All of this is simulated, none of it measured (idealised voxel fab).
process module | voxel released beams
cross-section cut | 155 nm wide | cells 5 nm
A cross-section is a grid of square cells, given in bands from the top down. A band is one or more rows of cells.
Each band's line starts with the height of the band's top and of its bottom, in nm. Then come its materials from left to right, each with its width in nm. One material with "throughout" fills the band from edge to edge. "air" is empty space.
Height 0 is the level under which the wafer as received is all one material. The lowest band goes on downwards, as in "0 down".
A width such as "30 to 40" changes by the same amount from each row of cells to the next, from the band's top row to its bottom row.
"no change" after a step means that no cell of the cross-section changed.
closed voids: empty space of 8 cells or more with no open way to the top, each as width x height at its distance from the left edge, in nm
after a step's settings: what the simulator itself notes on the step
overlay nm, on a step with a mask: how far to the right of its planned place the mask lay; to the left if negative
plan
1 op RECEIVE | material Si
2 op CONFORMAL_DEP | material SiN | thk nm 10
3 op DIRECTIONAL_DEP | material SiO2 | thk nm 20
4 op PATTERN | tone open | mask id ANCHOR | material resist | width nm 45 | thk nm 20 | overlay nm 0
5 op DIRECTIONAL_ETCH | etch materials SiO2 | depth nm 20
6 op STRIP | etch materials resist
7 op CONFORMAL_DEP | material TiN | thk nm 15
8 op MASKED_ETCH | tone cover | mask id BEAM | width nm 110 | etch materials TiN | depth nm 15 | overlay nm 0
9 op STRIP | etch materials SiO2
as received, after step 1
  0 down: Si throughout
  closed voids: none
a wafer at the end: this start, this plan, one mistake
  30 to 10: air 25 | TiN 15 | air 15 | TiN 15 | air 85
  10 to 0: SiN throughout
  0 down: Si throughout
  closed voids: none
what went wrong: step 8 ran as: op MASKED_ETCH | tone open | mask id BEAM | width nm 110 | etch materials TiN | depth nm 15 | overlay nm 0
